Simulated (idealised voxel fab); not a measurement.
process module | voxel fin reveal
cross-section cut | 285 nm wide | cells 5 nm
A cross-section is a grid of square cells, given in bands from the top down. A band is one or more rows of cells.
Each band's line starts with the height of the band's top and of its bottom, in nm. Then come its materials from left to right, each with its width in nm. One material with "throughout" fills the band from edge to edge. "air" is empty space.
Height 0 is the level under which the wafer as received is all one material. The lowest band goes on downwards, as in "0 down".
A width such as "30 to 40" changes by the same amount from each row of cells to the next, from the band's top row to its bottom row.
"no change" after a step means that no cell of the cross-section changed.
closed voids: empty space of 8 cells or more with no open way to the top, each as width x height at its distance from the left edge, in nm
after a step's settings: what the simulator itself notes on the step
overlay nm, on a step with a mask: how far to the right of its planned place the mask lay; to the left if negative
plan
1 op RECEIVE | material Si
2 op CONFORMAL_DEP | material SiN | thk nm 5
3 op DIRECTIONAL_DEP | material aC | thk nm 10
4 op PATTERN | tone cover | mask id FINS | material resist | width nm 15 | pitch nm 45 | thk nm 30 | overlay nm 0
5 op DIRECTIONAL_ETCH | etch materials aC | depth nm 10
6 op STRIP | etch materials resist
7 op DIRECTIONAL_ETCH | etch materials SiN | depth nm 5
8 op DIRECTIONAL_ETCH | etch materials Si | depth nm 40
9 op STRIP | etch materials aC
10 op FILL_DEP | material SiO2 | thk nm 15
11 op CMP | height nm 5
12 op SELECTIVE_ETCH | etch materials SiO2 | depth nm 20
13 op STRIP | etch materials SiN
14 op CONFORMAL_DEP | material SiO2 | thk nm 5
as received, after step 1
  0 down: Si throughout
  closed voids: none
first wafer at the end, as planned
  5 to 0: air 85 | SiO2 25 | air 20 | SiO2 25 | air 20 | SiO2 25 | air 85
  0 to -10: air 85 | SiO2 5 | Si 15 | SiO2 5 | air 20 | SiO2 5 | Si 15 | SiO2 5 | air 20 | SiO2 5 | Si 15 | SiO2 5 | air 85
  -10 to -40: SiO2 90 | Si 15 | SiO2 30 | Si 15 | SiO2 30 | Si 15 | SiO2 90
  -40 down: Si throughout
  closed voids: none
second wafer at the end: like start, like plan, one mistake
  5 to 0: air 85 | SiO2 30 | air 15 | SiO2 30 | air 15 | SiO2 30 | air 80
  0 to -10: air 85 | SiO2 5 | Si 20 | SiO2 5 | air 15 | SiO2 5 | Si 20 | SiO2 5 | air 15 | SiO2 5 | Si 20 | SiO2 5 | air 80
  -10 to -40: SiO2 90 | Si 20 | SiO2 25 | Si 20 | SiO2 25 | Si 20 | SiO2 85
  -40 down: Si throughout
  closed voids: none
what went wrong: step 4 ran as: op PATTERN | tone cover | mask id FINS | material resist | width nm 20 | pitch nm 45 | thk nm 30 | overlay nm 0
at the end the second wafer has, in cells: 24 more of Si | 15 fewer of SiO2
